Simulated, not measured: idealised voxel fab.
The following is a process module called voxel capacitor over wiring.
Cross-section cut: width 240 nm, square cells of 5 nm.
Notation: cross-section as square-cell grid; stated in bands, top first, going down; one or more cell rows per band.
Band entry format. Leading values: height of top, height of bottom, nm. Remainder: materials in left-to-right order, each with its width in nm. Special words: "all across" on a single material, which then fills the band edge to edge; "empty", empty space.
Heights from 0 (as-received wafer is one material below). Bottom band endless downward, as "0..down".
The notation "30->40" denotes a width that varies across the rows of cells in the band, beginning at the first number in the top row, finishing at the second number in the bottom row, and changing by an identical amount from each row to the next.
Given "left unchanged" for a step, no cell of the cross-section differs between before and after that step.
Each empty space that has no open way to the top and spans at least 8 cells appears under "Closed empty spaces" as width x height at distance, the distance counted from the left edge, all in nm.
Whatever follows a step's settings on its line is a remark the simulator itself makes about that step.
You can add "overlay nm" to a step's line. For a step with a mask, it describes how far the mask lay to the right of its planned position, and a negative number describes a lay to the left.

# These are the steps we planned for the process
1. RECEIVE,material Si
2. CONFORMAL_DEP,material SiO2,thk nm 15
3. DIRECTIONAL_DEP,material TiN,thk nm 5
4. DIRECTIONAL_DEP,material W,thk nm 15
5. MASKED_ETCH,tone cover,mask id METAL_1,width nm 30,pitch nm 90,etch materials W,depth nm 15,overlay nm 0
6. MASKED_ETCH,tone cover,mask id METAL_1,width nm 30,pitch nm 90,etch materials TiN,depth nm 5,overlay nm 0
7. FILL_DEP,material SiO2,thk nm 5
8. CMP,height nm 35
9. CONFORMAL_DEP,material SiCN,thk nm 5
10. DIRECTIONAL_DEP,material SiO2,thk nm 20
11. DIRECTIONAL_DEP,material aC,thk nm 10
12. PATTERN,tone open,mask id PLUG_1,material resist,width nm 15,thk nm 30,overlay nm 0
13. DIRECTIONAL_ETCH,etch materials aC,depth nm 10
14. STRIP,etch materials resist
15. DIRECTIONAL_ETCH,etch materials SiO2,depth nm 20
16. DIRECTIONAL_ETCH,etch materials SiCN,depth nm 5
17. STRIP,etch materials aC
18. EPI,material Ru,thk nm 10
19. EPI,material Ru,thk nm 10
20. EPI,material Ru,thk nm 5
21. DIRECTIONAL_DEP,material TiN,thk nm 5
22. DIRECTIONAL_DEP,material SiN,thk nm 5
23. DIRECTIONAL_DEP,material TiN,thk nm 5
24. MASKED_ETCH,tone cover,mask id UPPER_PLATE,width nm 65,etch materials TiN,depth nm 5,overlay nm 0
25. MASKED_ETCH,tone cover,mask id UPPER_PLATE,width nm 65,etch materials SiN,depth nm 5,overlay nm 0
26. MASKED_ETCH,tone cover,mask id LOWER_PLATE,width nm 75,etch materials TiN,depth nm 5,overlay nm 0
27. FILL_DEP,material SiO2,thk nm 20
28. CMP,height nm 90
29. DIRECTIONAL_DEP,material aC,thk nm 10
30. PATTERN,tone open,mask id PLUG_2,material resist,width nm 15,thk nm 30,overlay nm 0
31. DIRECTIONAL_ETCH,etch materials aC,depth nm 10
32. STRIP,etch materials resist
33. DIRECTIONAL_ETCH,etch materials SiO2,depth nm 15
34. STRIP,etch materials aC
35. CONFORMAL_DEP,material TiN,thk nm 5
36. FILL_DEP,material W,thk nm 5
37. CMP,height nm 90
38. CONFORMAL_DEP,material SiCN,thk nm 5

# Delivered wafer in cross-section: state after step 1
> 0..down | Si all across
> Closed empty spaces: none

# The plan above was carried out on the starting structure above with one mistake, and this cross-section shows the wafer at the end of the module
> 95..90 | SiCN all across
> 90..80 | 85 nm SiO2, then 5 nm TiN, then 5 nm W, then 5 nm TiN, then 140 nm SiO2
> 80..70 | 85->75 nm SiO2, then 15->65 nm TiN, then 140->100 nm SiO2
> 70..65 | 75 nm SiO2, then 65 nm SiN, then 100 nm SiO2
> 65..60 | 70 nm SiO2, then 75 nm TiN, then 95 nm SiO2
> 60..40 | 75 nm SiO2, then 15 nm Ru, then 150 nm SiO2
> 40..35 | 75 nm SiCN, then 15 nm Ru, then 150 nm SiCN
> 35..30 | 60 nm SiO2, then 30 nm TiN, then 60 nm SiO2, then 30 nm TiN, then 60 nm SiO2
> 30..0 | SiO2 all across
> 0..down | Si all across
> Closed empty spaces: none
Which mistake was made when the wafer was run? step 2 of the plan saw execution twice
